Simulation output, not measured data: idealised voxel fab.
Process module name: voxel gate over fins
Shown is cross-section cut, with a width of 245 nm and square cells of size 5 nm.
Think of the cross-section as a grid of square cells. We describe it in bands, top to bottom, and each band covers one or more rows of those cells.
Heights first: top, then bottom, in nm. Then materials, left to right, each with a width in nm. "edge to edge" on a single material: fills the band edge to edge. "empty": empty space.
Where do heights start? At 0: under that level the wafer as delivered is made of one material only. And the lowest band has no floor; it just carries on downward, as in "0..down".
Width: "30 to 40" (first number = top row, second number = bottom row, same change from row to row of cells).
No cell of the cross-section changed in a step that is given as "no alterations made".
"Closed voids list": sealed empty spaces, 8 cells or more, no open way to top, listed width x height at distance, with distance from the left edge and width, height and distance in nm.
Past the settings on a step's line: simulator remark, on that step.
overlay nm: for a step with a mask, the amount by which the mask lay right of where it was planned; a negative amount means left of it.

# The process steps that were planned are listed below
1. op RECEIVE | material Si
2. op CONFORMAL_DEP | material SiN | thk nm 10
3. op DIRECTIONAL_DEP | material aC | thk nm 10
4. op PATTERN | tone cover | mask id FINS | material resist | width nm 15 | pitch nm 45 | thk nm 30 | overlay nm 0
5. op DIRECTIONAL_ETCH | etch materials aC | depth nm 10
6. op STRIP | etch materials resist
7. op DIRECTIONAL_ETCH | etch materials SiN | depth nm 10
8. op DIRECTIONAL_ETCH | etch materials Si | depth nm 30
9. op STRIP | etch materials aC
10. op FILL_DEP | material SiO2 | thk nm 10
11. op CMP | height nm 10
12. op SELECTIVE_ETCH | etch materials SiO2 | depth nm 20
13. op STRIP | etch materials SiN
14. op CONFORMAL_DEP | material HfO2 | thk nm 5
15. op CONFORMAL_DEP | material TiN | thk nm 5
16. op FILL_DEP | material W | thk nm 10
17. op CMP | height nm 15
18. op CONFORMAL_DEP | material SiCN | thk nm 5

# First out of two wafers; run went to plan

# As received (post step 1): cross-section
> 0..down: Si edge to edge
> Closed voids list: none

# The wafer, seen in cross-section, after step 2
> 10..0: SiN edge to edge
> Unchanged below 0.

# The wafer, seen in cross-section, after step 3
> 20..10: aC edge to edge
> Unchanged below 10.

# The wafer, seen in cross-section, after step 4
> 50..20: empty 90 nm | resist 15 nm | empty 30 nm | resist 15 nm | empty 95 nm
> Unchanged below 20.

# The wafer, seen in cross-section, after step 5
> 40..20: empty 90 nm | resist 15 nm | empty 30 nm | resist 15 nm | empty 95 nm
> 20..10: empty 90 nm | aC 15 nm | empty 30 nm | aC 15 nm | empty 95 nm
> Unchanged below 10.

# The wafer, seen in cross-section, after step 6
> 20..10: empty 90 nm | aC 15 nm | empty 30 nm | aC 15 nm | empty 95 nm
> Unchanged below 10.

# The wafer, seen in cross-section, after step 7
> 20..10: empty 90 nm | aC 15 nm | empty 30 nm | aC 15 nm | empty 95 nm
> 10..0: empty 90 nm | SiN 15 nm | empty 30 nm | SiN 15 nm | empty 95 nm
> Unchanged below 0.

# The wafer, seen in cross-section, after step 8
> 20..10: empty 90 nm | aC 15 nm | empty 30 nm | aC 15 nm | empty 95 nm
> 10..0: empty 90 nm | SiN 15 nm | empty 30 nm | SiN 15 nm | empty 95 nm
> 0..-30: empty 90 nm | Si 15 nm | empty 30 nm | Si 15 nm | empty 95 nm
> Unchanged below -30.

# The wafer, seen in cross-section, after step 9
> 10..0: empty 90 nm | SiN 15 nm | empty 30 nm | SiN 15 nm | empty 95 nm
> Unchanged below 0.

# The wafer, seen in cross-section, after step 10
> 20..10: SiO2 edge to edge
> 10..0: SiO2 90 nm | SiN 15 nm | SiO2 30 nm | SiN 15 nm | SiO2 95 nm
> 0..-30: SiO2 90 nm | Si 15 nm | SiO2 30 nm | Si 15 nm | SiO2 95 nm
> Unchanged below -30.

# The wafer, seen in cross-section, after step 11
> 10..0: SiO2 90 nm | SiN 15 nm | SiO2 30 nm | SiN 15 nm | SiO2 95 nm
> Unchanged below 0.

# The wafer, seen in cross-section, after step 12
> 10..0: empty 90 nm | SiN 15 nm | empty 30 nm | SiN 15 nm | empty 95 nm
> 0..-10: empty 90 nm | Si 15 nm | empty 30 nm | Si 15 nm | empty 95 nm
> Unchanged below -10.

# The wafer, seen in cross-section, after step 13
> 0..-10: empty 90 nm | Si 15 nm | empty 30 nm | Si 15 nm | empty 95 nm
> Unchanged below -10.

# The wafer, seen in cross-section, after step 14
> 5..0: empty 85 nm | HfO2 25 nm | empty 20 nm | HfO2 25 nm | empty 90 nm
> 0..-5: empty 85 nm | HfO2 5 nm | Si 15 nm | HfO2 5 nm | empty 20 nm | HfO2 5 nm | Si 15 nm | HfO2 5 nm | empty 90 nm
> -5..-10: HfO2 90 nm | Si 15 nm | HfO2 30 nm | Si 15 nm | HfO2 95 nm
> Unchanged below -10.

# The wafer, seen in cross-section, after step 15
> 10..5: empty 80 nm | TiN 35 nm | empty 10 nm | TiN 35 nm | empty 85 nm
> 5..0: empty 80 nm | TiN 5 nm | HfO2 25 nm | TiN 5 nm | empty 10 nm | TiN 5 nm | HfO2 25 nm | TiN 5 nm | empty 85 nm
> 0..-5: TiN 85 nm | HfO2 5 nm | Si 15 nm | HfO2 5 nm | TiN 20 nm | HfO2 5 nm | Si 15 nm | HfO2 5 nm | TiN 90 nm
> Unchanged below -5.

# The wafer, seen in cross-section, after step 16
> 20..10: W edge to edge
> 10..5: W 80 nm | TiN 35 nm | W 10 nm | TiN 35 nm | W 85 nm
> 5..0: W 80 nm | TiN 5 nm | HfO2 25 nm | TiN 5 nm | W 10 nm | TiN 5 nm | HfO2 25 nm | TiN 5 nm | W 85 nm
> Unchanged below 0.

# The wafer, seen in cross-section, after step 17
> 15..10: W edge to edge
> Unchanged below 10.

# The wafer, seen in cross-section, after step 18
> 20..15: SiCN edge to edge
> Unchanged below 15.

# For the second wafer, take the first wafer's start and plan, then add one mistake made in running it; everything through step 3, that step included, is shared with the first

# Second wafer shown in cross-section at the time step 4 was slated to end
> 50..20: empty 85 nm | resist 15 nm | empty 30 nm | resist 15 nm | empty 100 nm
> Unchanged below 20.

# Second wafer shown in cross-section at the time step 5 was slated to end
> 40..20: empty 85 nm | resist 15 nm | empty 30 nm | resist 15 nm | empty 100 nm
> 20..10: empty 85 nm | aC 15 nm | empty 30 nm | aC 15 nm | empty 100 nm
> Unchanged below 10.

# Second wafer shown in cross-section at the time step 6 was slated to end
> 20..10: empty 85 nm | aC 15 nm | empty 30 nm | aC 15 nm | empty 100 nm
> Unchanged below 10.

# Second wafer shown in cross-section at the time step 7 was slated to end
> 20..10: empty 85 nm | aC 15 nm | empty 30 nm | aC 15 nm | empty 100 nm
> 10..0: empty 85 nm | SiN 15 nm | empty 30 nm | SiN 15 nm | empty 100 nm
> Unchanged below 0.

# Second wafer shown in cross-section at the time step 8 was slated to end
> 20..10: empty 85 nm | aC 15 nm | empty 30 nm | aC 15 nm | empty 100 nm
> 10..0: empty 85 nm | SiN 15 nm | empty 30 nm | SiN 15 nm | empty 100 nm
> 0..-30: empty 85 nm | Si 15 nm | empty 30 nm | Si 15 nm | empty 100 nm
> Unchanged below -30.

# Second wafer shown in cross-section at the time step 9 was slated to end
> 10..0: empty 85 nm | SiN 15 nm | empty 30 nm | SiN 15 nm | empty 100 nm
> Unchanged below 0.

# Second wafer shown in cross-section at the time step 10 was slated to end
> 20..10: SiO2 edge to edge
> 10..0: SiO2 85 nm | SiN 15 nm | SiO2 30 nm | SiN 15 nm | SiO2 100 nm
> 0..-30: SiO2 85 nm | Si 15 nm | SiO2 30 nm | Si 15 nm | SiO2 100 nm
> Unchanged below -30.

# Second wafer shown in cross-section at the time step 11 was slated to end
> 10..0: SiO2 85 nm | SiN 15 nm | SiO2 30 nm | SiN 15 nm | SiO2 100 nm
> Unchanged below 0.

# Second wafer shown in cross-section at the time step 12 was slated to end
> 10..0: empty 85 nm | SiN 15 nm | empty 30 nm | SiN 15 nm | empty 100 nm
> 0..-10: empty 85 nm | Si 15 nm | empty 30 nm | Si 15 nm | empty 100 nm
> Unchanged below -10.

# Second wafer shown in cross-section at the time step 13 was slated to end
> 0..-10: empty 85 nm | Si 15 nm | empty 30 nm | Si 15 nm | empty 100 nm
> Unchanged below -10.

# Second wafer shown in cross-section at the time step 14 was slated to end
> 5..0: empty 80 nm | HfO2 25 nm | empty 20 nm | HfO2 25 nm | empty 95 nm
> 0..-5: empty 80 nm | HfO2 5 nm | Si 15 nm | HfO2 5 nm | empty 20 nm | HfO2 5 nm | Si 15 nm | HfO2 5 nm | empty 95 nm
> -5..-10: HfO2 85 nm | Si 15 nm | HfO2 30 nm | Si 15 nm | HfO2 100 nm
> Unchanged below -10.

# Second wafer shown in cross-section at the time step 15 was slated to end
> 10..5: empty 75 nm | TiN 35 nm | empty 10 nm | TiN 35 nm | empty 90 nm
> 5..0: empty 75 nm | TiN 5 nm | HfO2 25 nm | TiN 5 nm | empty 10 nm | TiN 5 nm | HfO2 25 nm | TiN 5 nm | empty 90 nm
> 0..-5: TiN 80 nm | HfO2 5 nm | Si 15 nm | HfO2 5 nm | TiN 20 nm | HfO2 5 nm | Si 15 nm | HfO2 5 nm | TiN 95 nm
> Unchanged below -5.

# Second wafer shown in cross-section at the time step 16 was slated to end
> 20..10: W edge to edge
> 10..5: W 75 nm | TiN 35 nm | W 10 nm | TiN 35 nm | W 90 nm
> 5..0: W 75 nm | TiN 5 nm | HfO2 25 nm | TiN 5 nm | W 10 nm | TiN 5 nm | HfO2 25 nm | TiN 5 nm | W 90 nm
> Unchanged below 0.

# Second wafer shown in cross-section at the time step 17 was slated to end
> 15..10: W edge to edge
> Unchanged below 10.

# Second wafer shown in cross-section at the time step 18 was slated to end
> 20..15: SiCN edge to edge
> Unchanged below 15.
Plan not followed: contrary to plan, step 4 was performed as op PATTERN | tone cover | mask id FINS | material resist | width nm 15 | pitch nm 45 | thk nm 30 | overlay nm -5
Comparing end states, the material composition by cell count is preserved from the first wafer to the second, while the locations of the cells are not.
